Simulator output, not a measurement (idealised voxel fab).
process module | voxel trench capacitor
cross-section cut | 260 nm wide | cells 5 nm
A cross-section is a grid of square cells, given in bands from the top down. A band is one or more rows of cells.
Each band's line starts with the height of the band's top and of its bottom, in nm. Then come its materials from left to right, each with its width in nm. One material with "throughout" fills the band from edge to edge. "air" is empty space.
Height 0 is the level under which the wafer as received is all one material. The lowest band goes on downwards, as in "0 down".
A width such as "30 to 40" changes by the same amount from each row of cells to the next, from the band's top row to its bottom row.
"no change" after a step means that no cell of the cross-section changed.
closed voids: empty space of 8 cells or more with no open way to the top, each as width x height at its distance from the left edge, in nm
after a step's settings: what the simulator itself notes on the step
overlay nm, on a step with a mask: how far to the right of its planned place the mask lay; to the left if negative
Each pair below shows a cross-section before one step and the cross-section after it, down to the lowest band that changed. The line under each pair gives the step between them, with its settings. The pairs can come from different runs of this module on the same starting wafer, so a pair continues from the pair above only where its "before" says so.
before
  0 down: Si throughout
  closed voids: none
after
  10 to 0: SiN throughout
  below 0: unchanged
  closed voids: none
the step between: op CONFORMAL_DEP | material SiN | thk nm 10
before: the cross-section after the pair above
after
  25 to 10: aC throughout
  below 10: unchanged
  closed voids: none
the step between: op DIRECTIONAL_DEP | material aC | thk nm 15
before: the cross-section after the pair above
after
  55 to 25: resist 30 | air 30 | resist 25 | air 30 | resist 25 | air 30 | resist 25 | air 30 | resist 35
  below 25: unchanged
  closed voids: none
the step between: op PATTERN | tone open | mask id TRENCH | material resist | width nm 30 | pitch nm 55 | thk nm 30 | overlay nm 0
before: the cross-section after the pair above
after
  40 to 25: resist 30 | air 30 | resist 25 | air 30 | resist 25 | air 30 | resist 25 | air 30 | resist 35
  25 to 10: aC 30 | air 30 | aC 25 | air 30 | aC 25 | air 30 | aC 25 | air 30 | aC 35
  below 10: unchanged
  closed voids: none
the step between: op DIRECTIONAL_ETCH | etch materials aC | depth nm 15
before: the cross-section after the pair above
after
  25 to 10: aC 30 | air 30 | aC 25 | air 30 | aC 25 | air 30 | aC 25 | air 30 | aC 35
  below 10: unchanged
  closed voids: none
the step between: op STRIP | etch materials resist
before: the cross-section after the pair above
after
  25 to 10: aC 30 | air 30 | aC 25 | air 30 | aC 25 | air 30 | aC 25 | air 30 | aC 35
  10 to 0: SiN 30 | air 30 | SiN 25 | air 30 | SiN 25 | air 30 | SiN 25 | air 30 | SiN 35
  below 0: unchanged
  closed voids: none
the step between: op DIRECTIONAL_ETCH | etch materials SiN | depth nm 10
before: the cross-section after the pair above
after
  25 to 10: aC 30 | air 30 | aC 25 | air 30 | aC 25 | air 30 | aC 25 | air 30 | aC 35
  10 to 0: SiN 30 | air 30 | SiN 25 | air 30 | SiN 25 | air 30 | SiN 25 | air 30 | SiN 35
  0 to -30: Si 30 | air 30 | Si 25 | air 30 | Si 25 | air 30 | Si 25 | air 30 | Si 35
  below -30: unchanged
  closed voids: none
the step between: op DIRECTIONAL_ETCH | etch materials Si | depth nm 30
before: the cross-section after the pair above
after
  10 to 0: SiN 30 | air 30 | SiN 25 | air 30 | SiN 25 | air 30 | SiN 25 | air 30 | SiN 35
  below 0: unchanged
  closed voids: none
the step between: op STRIP | etch materials aC
before: the cross-section after the pair above
after
  15 to 10: HfO2 35 | air 20 | HfO2 35 | air 20 | HfO2 35 | air 20 | HfO2 35 | air 20 | HfO2 40
  10 to 0: SiN 30 | HfO2 5 | air 20 | HfO2 5 | SiN 25 | HfO2 5 | air 20 | HfO2 5 | SiN 25 | HfO2 5 | air 20 | HfO2 5 | SiN 25 | HfO2 5 | air 20 | HfO2 5 | SiN 35
  0 to -25: Si 30 | HfO2 5 | air 20 | HfO2 5 | Si 25 | HfO2 5 | air 20 | HfO2 5 | Si 25 | HfO2 5 | air 20 | HfO2 5 | Si 25 | HfO2 5 | air 20 | HfO2 5 | Si 35
  -25 to -30: Si 30 | HfO2 30 | Si 25 | HfO2 30 | Si 25 | HfO2 30 | Si 25 | HfO2 30 | Si 35
  below -30: unchanged
  closed voids: none
the step between: op CONFORMAL_DEP | material HfO2 | thk nm 5
before: the cross-section after the pair above
after
  20 to 15: TiN 40 | air 10 | TiN 45 | air 10 | TiN 45 | air 10 | TiN 45 | air 10 | TiN 45
  15 to 10: HfO2 35 | TiN 5 | air 10 | TiN 5 | HfO2 35 | TiN 5 | air 10 | TiN 5 | HfO2 35 | TiN 5 | air 10 | TiN 5 | HfO2 35 | TiN 5 | air 10 | TiN 5 | HfO2 40
  10 to 0: SiN 30 | HfO2 5 | TiN 5 | air 10 | TiN 5 | HfO2 5 | SiN 25 | HfO2 5 | TiN 5 | air 10 | TiN 5 | HfO2 5 | SiN 25 | HfO2 5 | TiN 5 | air 10 | TiN 5 | HfO2 5 | SiN 25 | HfO2 5 | TiN 5 | air 10 | TiN 5 | HfO2 5 | SiN 35
  0 to -20: Si 30 | HfO2 5 | TiN 5 | air 10 | TiN 5 | HfO2 5 | Si 25 | HfO2 5 | TiN 5 | air 10 | TiN 5 | HfO2 5 | Si 25 | HfO2 5 | TiN 5 | air 10 | TiN 5 | HfO2 5 | Si 25 | HfO2 5 | TiN 5 | air 10 | TiN 5 | HfO2 5 | Si 35
  -20 to -25: Si 30 | HfO2 5 | TiN 20 | HfO2 5 | Si 25 | HfO2 5 | TiN 20 | HfO2 5 | Si 25 | HfO2 5 | TiN 20 | HfO2 5 | Si 25 | HfO2 5 | TiN 20 | HfO2 5 | Si 35
  below -25: unchanged
  closed voids: none
the step between: op CONFORMAL_DEP | material TiN | thk nm 5
before: the cross-section after the pair above
after
  30 to 20: W throughout
  20 to 15: TiN 40 | W 10 | TiN 45 | W 10 | TiN 45 | W 10 | TiN 45 | W 10 | TiN 45
  15 to 10: HfO2 35 | TiN 5 | W 10 | TiN 5 | HfO2 35 | TiN 5 | W 10 | TiN 5 | HfO2 35 | TiN 5 | W 10 | TiN 5 | HfO2 35 | TiN 5 | W 10 | TiN 5 | HfO2 40
  10 to 0: SiN 30 | HfO2 5 | TiN 5 | W 10 | TiN 5 | HfO2 5 | SiN 25 | HfO2 5 | TiN 5 | W 10 | TiN 5 | HfO2 5 | SiN 25 | HfO2 5 | TiN 5 | W 10 | TiN 5 | HfO2 5 | SiN 25 | HfO2 5 | TiN 5 | W 10 | TiN 5 | HfO2 5 | SiN 35
  0 to -20: Si 30 | HfO2 5 | TiN 5 | W 10 | TiN 5 | HfO2 5 | Si 25 | HfO2 5 | TiN 5 | W 10 | TiN 5 | HfO2 5 | Si 25 | HfO2 5 | TiN 5 | W 10 | TiN 5 | HfO2 5 | Si 25 | HfO2 5 | TiN 5 | W 10 | TiN 5 | HfO2 5 | Si 35
  below -20: unchanged
  closed voids: none
the step between: op FILL_DEP | material W | thk nm 10
before: the cross-section after the pair above
after
  10 to 0: SiN 30 | HfO2 5 | TiN 5 | W 10 | TiN 5 | HfO2 5 | SiN 25 | HfO2 5 | TiN 5 | W 10 | TiN 5 | HfO2 5 | SiN 25 | HfO2 5 | TiN 5 | W 10 | TiN 5 | HfO2 5 | SiN 25 | HfO2 5 | TiN 5 | W 10 | TiN 5 | HfO2 5 | SiN 35
  below 0: unchanged
  closed voids: none
the step between: op CMP | height nm 10
before
  25 to 10: aC 30 | air 30 | aC 25 | air 30 | aC 25 | air 30 | aC 25 | air 30 | aC 35
  10 to 0: SiN 30 | air 30 | SiN 25 | air 30 | SiN 25 | air 30 | SiN 25 | air 30 | SiN 35
  0 to -30: Si 30 | air 30 | Si 25 | air 30 | Si 25 | air 30 | Si 25 | air 30 | Si 35
  -30 down: Si throughout
  closed voids: none
after
  25 to 10: aC 30 | air 30 | aC 25 | air 30 | aC 25 | air 30 | aC 25 | air 30 | aC 35
  10 to 0: SiN 30 | air 30 | SiN 25 | air 30 | SiN 25 | air 30 | SiN 25 | air 30 | SiN 35
  0 to -60: Si 30 | air 30 | Si 25 | air 30 | Si 25 | air 30 | Si 25 | air 30 | Si 35
  below -60: unchanged
  closed voids: none
the step between: op DIRECTIONAL_ETCH | etch materials Si | depth nm 30
before: the cross-section after the pair above
after
  10 to 0: SiN 30 | air 30 | SiN 25 | air 30 | SiN 25 | air 30 | SiN 25 | air 30 | SiN 35
  below 0: unchanged
  closed voids: none
the step between: op STRIP | etch materials aC
before: the cross-section after the pair above
after
  15 to 10: HfO2 35 | air 20 | HfO2 35 | air 20 | HfO2 35 | air 20 | HfO2 35 | air 20 | HfO2 40
  10 to 0: SiN 30 | HfO2 5 | air 20 | HfO2 5 | SiN 25 | HfO2 5 | air 20 | HfO2 5 | SiN 25 | HfO2 5 | air 20 | HfO2 5 | SiN 25 | HfO2 5 | air 20 | HfO2 5 | SiN 35
  0 to -55: Si 30 | HfO2 5 | air 20 | HfO2 5 | Si 25 | HfO2 5 | air 20 | HfO2 5 | Si 25 | HfO2 5 | air 20 | HfO2 5 | Si 25 | HfO2 5 | air 20 | HfO2 5 | Si 35
  -55 to -60: Si 30 | HfO2 30 | Si 25 | HfO2 30 | Si 25 | HfO2 30 | Si 25 | HfO2 30 | Si 35
  below -60: unchanged
  closed voids: none
the step between: op CONFORMAL_DEP | material HfO2 | thk nm 5
before: the cross-section after the pair above
after
  20 to 15: TiN 40 | air 10 | TiN 45 | air 10 | TiN 45 | air 10 | TiN 45 | air 10 | TiN 45
  15 to 10: HfO2 35 | TiN 5 | air 10 | TiN 5 | HfO2 35 | TiN 5 | air 10 | TiN 5 | HfO2 35 | TiN 5 | air 10 | TiN 5 | HfO2 35 | TiN 5 | air 10 | TiN 5 | HfO2 40
  10 to 0: SiN 30 | HfO2 5 | TiN 5 | air 10 | TiN 5 | HfO2 5 | SiN 25 | HfO2 5 | TiN 5 | air 10 | TiN 5 | HfO2 5 | SiN 25 | HfO2 5 | TiN 5 | air 10 | TiN 5 | HfO2 5 | SiN 25 | HfO2 5 | TiN 5 | air 10 | TiN 5 | HfO2 5 | SiN 35
  0 to -50: Si 30 | HfO2 5 | TiN 5 | air 10 | TiN 5 | HfO2 5 | Si 25 | HfO2 5 | TiN 5 | air 10 | TiN 5 | HfO2 5 | Si 25 | HfO2 5 | TiN 5 | air 10 | TiN 5 | HfO2 5 | Si 25 | HfO2 5 | TiN 5 | air 10 | TiN 5 | HfO2 5 | Si 35
  -50 to -55: Si 30 | HfO2 5 | TiN 20 | HfO2 5 | Si 25 | HfO2 5 | TiN 20 | HfO2 5 | Si 25 | HfO2 5 | TiN 20 | HfO2 5 | Si 25 | HfO2 5 | TiN 20 | HfO2 5 | Si 35
  below -55: unchanged
  closed voids: none
the step between: op CONFORMAL_DEP | material TiN | thk nm 5
before: the cross-section after the pair above
after
  30 to 20: W throughout
  20 to 15: TiN 40 | W 10 | TiN 45 | W 10 | TiN 45 | W 10 | TiN 45 | W 10 | TiN 45
  15 to 10: HfO2 35 | TiN 5 | W 10 | TiN 5 | HfO2 35 | TiN 5 | W 10 | TiN 5 | HfO2 35 | TiN 5 | W 10 | TiN 5 | HfO2 35 | TiN 5 | W 10 | TiN 5 | HfO2 40
  10 to 0: SiN 30 | HfO2 5 | TiN 5 | W 10 | TiN 5 | HfO2 5 | SiN 25 | HfO2 5 | TiN 5 | W 10 | TiN 5 | HfO2 5 | SiN 25 | HfO2 5 | TiN 5 | W 10 | TiN 5 | HfO2 5 | SiN 25 | HfO2 5 | TiN 5 | W 10 | TiN 5 | HfO2 5 | SiN 35
  0 to -50: Si 30 | HfO2 5 | TiN 5 | W 10 | TiN 5 | HfO2 5 | Si 25 | HfO2 5 | TiN 5 | W 10 | TiN 5 | HfO2 5 | Si 25 | HfO2 5 | TiN 5 | W 10 | TiN 5 | HfO2 5 | Si 25 | HfO2 5 | TiN 5 | W 10 | TiN 5 | HfO2 5 | Si 35
  below -50: unchanged
  closed voids: none
the step between: op FILL_DEP | material W | thk nm 10
before: the cross-section after the pair above
after
  10 to 0: SiN 30 | HfO2 5 | TiN 5 | W 10 | TiN 5 | HfO2 5 | SiN 25 | HfO2 5 | TiN 5 | W 10 | TiN 5 | HfO2 5 | SiN 25 | HfO2 5 | TiN 5 | W 10 | TiN 5 | HfO2 5 | SiN 25 | HfO2 5 | TiN 5 | W 10 | TiN 5 | HfO2 5 | SiN 35
  below 0: unchanged
  closed voids: none
the step between: op CMP | height nm 10
before
  10 to 0: SiN 30 | air 30 | SiN 25 | air 30 | SiN 25 | air 30 | SiN 25 | air 30 | SiN 35
  0 to -30: Si 30 | air 30 | Si 25 | air 30 | Si 25 | air 30 | Si 25 | air 30 | Si 35
  -30 down: Si throughout
  closed voids: none
after
  15 to 10: TiN 35 | air 20 | TiN 35 | air 20 | TiN 35 | air 20 | TiN 35 | air 20 | TiN 40
  10 to 0: SiN 30 | TiN 5 | air 20 | TiN 5 | SiN 25 | TiN 5 | air 20 | TiN 5 | SiN 25 | TiN 5 | air 20 | TiN 5 | SiN 25 | TiN 5 | air 20 | TiN 5 | SiN 35
  0 to -25: Si 30 | TiN 5 | air 20 | TiN 5 | Si 25 | TiN 5 | air 20 | TiN 5 | Si 25 | TiN 5 | air 20 | TiN 5 | Si 25 | TiN 5 | air 20 | TiN 5 | Si 35
  -25 to -30: Si 30 | TiN 30 | Si 25 | TiN 30 | Si 25 | TiN 30 | Si 25 | TiN 30 | Si 35
  below -30: unchanged
  closed voids: none
the step between: op CONFORMAL_DEP | material TiN | thk nm 5
before: the cross-section after the pair above
after
  20 to 15: HfO2 40 | air 10 | HfO2 45 | air 10 | HfO2 45 | air 10 | HfO2 45 | air 10 | HfO2 45
  15 to 10: TiN 35 | HfO2 5 | air 10 | HfO2 5 | TiN 35 | HfO2 5 | air 10 | HfO2 5 | TiN 35 | HfO2 5 | air 10 | HfO2 5 | TiN 35 | HfO2 5 | air 10 | HfO2 5 | TiN 40
  10 to 0: SiN 30 | TiN 5 | HfO2 5 | air 10 | HfO2 5 | TiN 5 | SiN 25 | TiN 5 | HfO2 5 | air 10 | HfO2 5 | TiN 5 | SiN 25 | TiN 5 | HfO2 5 | air 10 | HfO2 5 | TiN 5 | SiN 25 | TiN 5 | HfO2 5 | air 10 | HfO2 5 | TiN 5 | SiN 35
  0 to -20: Si 30 | TiN 5 | HfO2 5 | air 10 | HfO2 5 | TiN 5 | Si 25 | TiN 5 | HfO2 5 | air 10 | HfO2 5 | TiN 5 | Si 25 | TiN 5 | HfO2 5 | air 10 | HfO2 5 | TiN 5 | Si 25 | TiN 5 | HfO2 5 | air 10 | HfO2 5 | TiN 5 | Si 35
  -20 to -25: Si 30 | TiN 5 | HfO2 20 | TiN 5 | Si 25 | TiN 5 | HfO2 20 | TiN 5 | Si 25 | TiN 5 | HfO2 20 | TiN 5 | Si 25 | TiN 5 | HfO2 20 | TiN 5 | Si 35
  below -25: unchanged
  closed voids: none
the step between: op CONFORMAL_DEP | material HfO2 | thk nm 5
before: the cross-section after the pair above
after
  30 to 20: W throughout
  20 to 15: HfO2 40 | W 10 | HfO2 45 | W 10 | HfO2 45 | W 10 | HfO2 45 | W 10 | HfO2 45
  15 to 10: TiN 35 | HfO2 5 | W 10 | HfO2 5 | TiN 35 | HfO2 5 | W 10 | HfO2 5 | TiN 35 | HfO2 5 | W 10 | HfO2 5 | TiN 35 | HfO2 5 | W 10 | HfO2 5 | TiN 40
  10 to 0: SiN 30 | TiN 5 | HfO2 5 | W 10 | HfO2 5 | TiN 5 | SiN 25 | TiN 5 | HfO2 5 | W 10 | HfO2 5 | TiN 5 | SiN 25 | TiN 5 | HfO2 5 | W 10 | HfO2 5 | TiN 5 | SiN 25 | TiN 5 | HfO2 5 | W 10 | HfO2 5 | TiN 5 | SiN 35
  0 to -20: Si 30 | TiN 5 | HfO2 5 | W 10 | HfO2 5 | TiN 5 | Si 25 | TiN 5 | HfO2 5 | W 10 | HfO2 5 | TiN 5 | Si 25 | TiN 5 | HfO2 5 | W 10 | HfO2 5 | TiN 5 | Si 25 | TiN 5 | HfO2 5 | W 10 | HfO2 5 | TiN 5 | Si 35
  below -20: unchanged
  closed voids: none
the step between: op FILL_DEP | material W | thk nm 10
before: the cross-section after the pair above
after
  10 to 0: SiN 30 | TiN 5 | HfO2 5 | W 10 | HfO2 5 | TiN 5 | SiN 25 | TiN 5 | HfO2 5 | W 10 | HfO2 5 | TiN 5 | SiN 25 | TiN 5 | HfO2 5 | W 10 | HfO2 5 | TiN 5 | SiN 25 | TiN 5 | HfO2 5 | W 10 | HfO2 5 | TiN 5 | SiN 35
  below 0: unchanged
  closed voids: none
the step between: op CMP | height nm 10
before
  25 to 10: aC 30 | air 30 | aC 25 | air 30 | aC 25 | air 30 | aC 25 | air 30 | aC 35
  10 to 0: SiN 30 | air 30 | SiN 25 | air 30 | SiN 25 | air 30 | SiN 25 | air 30 | SiN 35
  0 down: Si throughout
  closed voids: none
after
  25 to 10: aC 30 | air 30 | aC 25 | air 30 | aC 25 | air 30 | aC 25 | air 30 | aC 35
  10 to 0: SiN 30 | air 30 | SiN 25 | air 30 | SiN 25 | air 30 | SiN 25 | air 30 | SiN 35
  0 to -40: Si 30 | air 30 | Si 25 | air 30 | Si 25 | air 30 | Si 25 | air 30 | Si 35
  below -40: unchanged
  closed voids: none
the step between: op DIRECTIONAL_ETCH | etch materials Si | depth nm 40
before: the cross-section after the pair above
after
  10 to 0: SiN 30 | air 30 | SiN 25 | air 30 | SiN 25 | air 30 | SiN 25 | air 30 | SiN 35
  below 0: unchanged
  closed voids: none
the step between: op STRIP | etch materials aC
before: the cross-section after the pair above
after
  15 to 10: HfO2 35 | air 20 | HfO2 35 | air 20 | HfO2 35 | air 20 | HfO2 35 | air 20 | HfO2 40
  10 to 0: SiN 30 | HfO2 5 | air 20 | HfO2 5 | SiN 25 | HfO2 5 | air 20 | HfO2 5 | SiN 25 | HfO2 5 | air 20 | HfO2 5 | SiN 25 | HfO2 5 | air 20 | HfO2 5 | SiN 35
  0 to -35: Si 30 | HfO2 5 | air 20 | HfO2 5 | Si 25 | HfO2 5 | air 20 | HfO2 5 | Si 25 | HfO2 5 | air 20 | HfO2 5 | Si 25 | HfO2 5 | air 20 | HfO2 5 | Si 35
  -35 to -40: Si 30 | HfO2 30 | Si 25 | HfO2 30 | Si 25 | HfO2 30 | Si 25 | HfO2 30 | Si 35
  below -40: unchanged
  closed voids: none
the step between: op CONFORMAL_DEP | material HfO2 | thk nm 5
before: the cross-section after the pair above
after
  20 to 15: TiN 40 | air 10 | TiN 45 | air 10 | TiN 45 | air 10 | TiN 45 | air 10 | TiN 45
  15 to 10: HfO2 35 | TiN 5 | air 10 | TiN 5 | HfO2 35 | TiN 5 | air 10 | TiN 5 | HfO2 35 | TiN 5 | air 10 | TiN 5 | HfO2 35 | TiN 5 | air 10 | TiN 5 | HfO2 40
  10 to 0: SiN 30 | HfO2 5 | TiN 5 | air 10 | TiN 5 | HfO2 5 | SiN 25 | HfO2 5 | TiN 5 | air 10 | TiN 5 | HfO2 5 | SiN 25 | HfO2 5 | TiN 5 | air 10 | TiN 5 | HfO2 5 | SiN 25 | HfO2 5 | TiN 5 | air 10 | TiN 5 | HfO2 5 | SiN 35
  0 to -30: Si 30 | HfO2 5 | TiN 5 | air 10 | TiN 5 | HfO2 5 | Si 25 | HfO2 5 | TiN 5 | air 10 | TiN 5 | HfO2 5 | Si 25 | HfO2 5 | TiN 5 | air 10 | TiN 5 | HfO2 5 | Si 25 | HfO2 5 | TiN 5 | air 10 | TiN 5 | HfO2 5 | Si 35
  -30 to -35: Si 30 | HfO2 5 | TiN 20 | HfO2 5 | Si 25 | HfO2 5 | TiN 20 | HfO2 5 | Si 25 | HfO2 5 | TiN 20 | HfO2 5 | Si 25 | HfO2 5 | TiN 20 | HfO2 5 | Si 35
  below -35: unchanged
  closed voids: none
the step between: op CONFORMAL_DEP | material TiN | thk nm 5
before: the cross-section after the pair above
after
  30 to 20: W throughout
  20 to 15: TiN 40 | W 10 | TiN 45 | W 10 | TiN 45 | W 10 | TiN 45 | W 10 | TiN 45
  15 to 10: HfO2 35 | TiN 5 | W 10 | TiN 5 | HfO2 35 | TiN 5 | W 10 | TiN 5 | HfO2 35 | TiN 5 | W 10 | TiN 5 | HfO2 35 | TiN 5 | W 10 | TiN 5 | HfO2 40
  10 to 0: SiN 30 | HfO2 5 | TiN 5 | W 10 | TiN 5 | HfO2 5 | SiN 25 | HfO2 5 | TiN 5 | W 10 | TiN 5 | HfO2 5 | SiN 25 | HfO2 5 | TiN 5 | W 10 | TiN 5 | HfO2 5 | SiN 25 | HfO2 5 | TiN 5 | W 10 | TiN 5 | HfO2 5 | SiN 35
  0 to -30: Si 30 | HfO2 5 | TiN 5 | W 10 | TiN 5 | HfO2 5 | Si 25 | HfO2 5 | TiN 5 | W 10 | TiN 5 | HfO2 5 | Si 25 | HfO2 5 | TiN 5 | W 10 | TiN 5 | HfO2 5 | Si 25 | HfO2 5 | TiN 5 | W 10 | TiN 5 | HfO2 5 | Si 35
  below -30: unchanged
  closed voids: none
the step between: op FILL_DEP | material W | thk nm 10
before: the cross-section after the pair above
after
  10 to 0: SiN 30 | HfO2 5 | TiN 5 | W 10 | TiN 5 | HfO2 5 | SiN 25 | HfO2 5 | TiN 5 | W 10 | TiN 5 | HfO2 5 | SiN 25 | HfO2 5 | TiN 5 | W 10 | TiN 5 | HfO2 5 | SiN 25 | HfO2 5 | TiN 5 | W 10 | TiN 5 | HfO2 5 | SiN 35
  below 0: unchanged
  closed voids: none
the step between: op CMP | height nm 10
before
  25 to 10: aC throughout
  10 to 0: SiN throughout
  0 down: Si throughout
  closed voids: none
after
  55 to 25: resist 35 | air 20 | resist 35 | air 20 | resist 35 | air 20 | resist 35 | air 20 | resist 40
  below 25: unchanged
  closed voids: none
the step between: op PATTERN | tone open | mask id TRENCH | material resist | width nm 20 | pitch nm 55 | thk nm 30 | overlay nm 0
before: the cross-section after the pair above
after
  40 to 25: resist 35 | air 20 | resist 35 | air 20 | resist 35 | air 20 | resist 35 | air 20 | resist 40
  25 to 10: aC 35 | air 20 | aC 35 | air 20 | aC 35 | air 20 | aC 35 | air 20 | aC 40
  below 10: unchanged
  closed voids: none
the step between: op DIRECTIONAL_ETCH | etch materials aC | depth nm 15
before: the cross-section after the pair above
after
  25 to 10: aC 35 | air 20 | aC 35 | air 20 | aC 35 | air 20 | aC 35 | air 20 | aC 40
  below 10: unchanged
  closed voids: none
the step between: op STRIP | etch materials resist
before: the cross-section after the pair above
after
  25 to 10: aC 35 | air 20 | aC 35 | air 20 | aC 35 | air 20 | aC 35 | air 20 | aC 40
  10 to 0: SiN 35 | air 20 | SiN 35 | air 20 | SiN 35 | air 20 | SiN 35 | air 20 | SiN 40
  below 0: unchanged
  closed voids: none
the step between: op DIRECTIONAL_ETCH | etch materials SiN | depth nm 10
before: the cross-section after the pair above
after
  25 to 10: aC 35 | air 20 | aC 35 | air 20 | aC 35 | air 20 | aC 35 | air 20 | aC 40
  10 to 0: SiN 35 | air 20 | SiN 35 | air 20 | SiN 35 | air 20 | SiN 35 | air 20 | SiN 40
  0 to -30: Si 35 | air 20 | Si 35 | air 20 | Si 35 | air 20 | Si 35 | air 20 | Si 40
  below -30: unchanged
  closed voids: none
the step between: op DIRECTIONAL_ETCH | etch materials Si | depth nm 30
before: the cross-section after the pair above
after
  10 to 0: SiN 35 | air 20 | SiN 35 | air 20 | SiN 35 | air 20 | SiN 35 | air 20 | SiN 40
  below 0: unchanged
  closed voids: none
the step between: op STRIP | etch materials aC
before: the cross-section after the pair above
after
  15 to 10: HfO2 40 | air 10 | HfO2 45 | air 10 | HfO2 45 | air 10 | HfO2 45 | air 10 | HfO2 45
  10 to 0: SiN 35 | HfO2 5 | air 10 | HfO2 5 | SiN 35 | HfO2 5 | air 10 | HfO2 5 | SiN 35 | HfO2 5 | air 10 | HfO2 5 | SiN 35 | HfO2 5 | air 10 | HfO2 5 | SiN 40
  0 to -25: Si 35 | HfO2 5 | air 10 | HfO2 5 | Si 35 | HfO2 5 | air 10 | HfO2 5 | Si 35 | HfO2 5 | air 10 | HfO2 5 | Si 35 | HfO2 5 | air 10 | HfO2 5 | Si 40
  -25 to -30: Si 35 | HfO2 20 | Si 35 | HfO2 20 | Si 35 | HfO2 20 | Si 35 | HfO2 20 | Si 40
  below -30: unchanged
  closed voids: none
the step between: op CONFORMAL_DEP | material HfO2 | thk nm 5
before: the cross-section after the pair above
after
  20 to 15: TiN throughout
  15 to 10: HfO2 40 | TiN 10 | HfO2 45 | TiN 10 | HfO2 45 | TiN 10 | HfO2 45 | TiN 10 | HfO2 45
  10 to 0: SiN 35 | HfO2 5 | TiN 10 | HfO2 5 | SiN 35 | HfO2 5 | TiN 10 | HfO2 5 | SiN 35 | HfO2 5 | TiN 10 | HfO2 5 | SiN 35 | HfO2 5 | TiN 10 | HfO2 5 | SiN 40
  0 to -25: Si 35 | HfO2 5 | TiN 10 | HfO2 5 | Si 35 | HfO2 5 | TiN 10 | HfO2 5 | Si 35 | HfO2 5 | TiN 10 | HfO2 5 | Si 35 | HfO2 5 | TiN 10 | HfO2 5 | Si 40
  below -25: unchanged
  closed voids: none
the step between: op CONFORMAL_DEP | material TiN | thk nm 5
before: the cross-section after the pair above
after
  30 to 20: W throughout
  below 20: unchanged
  closed voids: none
the step between: op FILL_DEP | material W | thk nm 10
before: the cross-section after the pair above
after
  10 to 0: SiN 35 | HfO2 5 | TiN 10 | HfO2 5 | SiN 35 | HfO2 5 | TiN 10 | HfO2 5 | SiN 35 | HfO2 5 | TiN 10 | HfO2 5 | SiN 35 | HfO2 5 | TiN 10 | HfO2 5 | SiN 40
  below 0: unchanged
  closed voids: none
the step between: op CMP | height nm 10
before
  25 to 10: aC throughout
  10 to 0: SiN throughout
  0 down: Si throughout
  closed voids: none
after
  55 to 25: resist 20 | air 30 | resist 25 | air 30 | resist 25 | air 30 | resist 25 | air 30 | resist 45
  below 25: unchanged
  closed voids: none
the step between: op PATTERN | tone open | mask id TRENCH | material resist | width nm 30 | pitch nm 55 | thk nm 30 | overlay nm -10
before: the cross-section after the pair above
after
  40 to 25: resist 20 | air 30 | resist 25 | air 30 | resist 25 | air 30 | resist 25 | air 30 | resist 45
  25 to 10: aC 20 | air 30 | aC 25 | air 30 | aC 25 | air 30 | aC 25 | air 30 | aC 45
  below 10: unchanged
  closed voids: none
the step between: op DIRECTIONAL_ETCH | etch materials aC | depth nm 15
before: the cross-section after the pair above
after
  25 to 10: aC 20 | air 30 | aC 25 | air 30 | aC 25 | air 30 | aC 25 | air 30 | aC 45
  below 10: unchanged
  closed voids: none
the step between: op STRIP | etch materials resist
before: the cross-section after the pair above
after
  25 to 10: aC 20 | air 30 | aC 25 | air 30 | aC 25 | air 30 | aC 25 | air 30 | aC 45
  10 to 0: SiN 20 | air 30 | SiN 25 | air 30 | SiN 25 | air 30 | SiN 25 | air 30 | SiN 45
  below 0: unchanged
  closed voids: none
the step between: op DIRECTIONAL_ETCH | etch materials SiN | depth nm 10
before: the cross-section after the pair above
after
  25 to 10: aC 20 | air 30 | aC 25 | air 30 | aC 25 | air 30 | aC 25 | air 30 | aC 45
  10 to 0: SiN 20 | air 30 | SiN 25 | air 30 | SiN 25 | air 30 | SiN 25 | air 30 | SiN 45
  0 to -30: Si 20 | air 30 | Si 25 | air 30 | Si 25 | air 30 | Si 25 | air 30 | Si 45
  below -30: unchanged
  closed voids: none
the step between: op DIRECTIONAL_ETCH | etch materials Si | depth nm 30
before: the cross-section after the pair above
after
  10 to 0: SiN 20 | air 30 | SiN 25 | air 30 | SiN 25 | air 30 | SiN 25 | air 30 | SiN 45
  below 0: unchanged
  closed voids: none
the step between: op STRIP | etch materials aC
before: the cross-section after the pair above
after
  15 to 10: HfO2 25 | air 20 | HfO2 35 | air 20 | HfO2 35 | air 20 | HfO2 35 | air 20 | HfO2 50
  10 to 0: SiN 20 | HfO2 5 | air 20 | HfO2 5 | SiN 25 | HfO2 5 | air 20 | HfO2 5 | SiN 25 | HfO2 5 | air 20 | HfO2 5 | SiN 25 | HfO2 5 | air 20 | HfO2 5 | SiN 45
  0 to -25: Si 20 | HfO2 5 | air 20 | HfO2 5 | Si 25 | HfO2 5 | air 20 | HfO2 5 | Si 25 | HfO2 5 | air 20 | HfO2 5 | Si 25 | HfO2 5 | air 20 | HfO2 5 | Si 45
  -25 to -30: Si 20 | HfO2 30 | Si 25 | HfO2 30 | Si 25 | HfO2 30 | Si 25 | HfO2 30 | Si 45
  below -30: unchanged
  closed voids: none
the step between: op CONFORMAL_DEP | material HfO2 | thk nm 5
before: the cross-section after the pair above
after
  20 to 15: TiN 30 | air 10 | TiN 45 | air 10 | TiN 45 | air 10 | TiN 45 | air 10 | TiN 55
  15 to 10: HfO2 25 | TiN 5 | air 10 | TiN 5 | HfO2 35 | TiN 5 | air 10 | TiN 5 | HfO2 35 | TiN 5 | air 10 | TiN 5 | HfO2 35 | TiN 5 | air 10 | TiN 5 | HfO2 50
  10 to 0: SiN 20 | HfO2 5 | TiN 5 | air 10 | TiN 5 | HfO2 5 | SiN 25 | HfO2 5 | TiN 5 | air 10 | TiN 5 | HfO2 5 | SiN 25 | HfO2 5 | TiN 5 | air 10 | TiN 5 | HfO2 5 | SiN 25 | HfO2 5 | TiN 5 | air 10 | TiN 5 | HfO2 5 | SiN 45
  0 to -20: Si 20 | HfO2 5 | TiN 5 | air 10 | TiN 5 | HfO2 5 | Si 25 | HfO2 5 | TiN 5 | air 10 | TiN 5 | HfO2 5 | Si 25 | HfO2 5 | TiN 5 | air 10 | TiN 5 | HfO2 5 | Si 25 | HfO2 5 | TiN 5 | air 10 | TiN 5 | HfO2 5 | Si 45
  -20 to -25: Si 20 | HfO2 5 | TiN 20 | HfO2 5 | Si 25 | HfO2 5 | TiN 20 | HfO2 5 | Si 25 | HfO2 5 | TiN 20 | HfO2 5 | Si 25 | HfO2 5 | TiN 20 | HfO2 5 | Si 45
  below -25: unchanged
  closed voids: none
the step between: op CONFORMAL_DEP | material TiN | thk nm 5
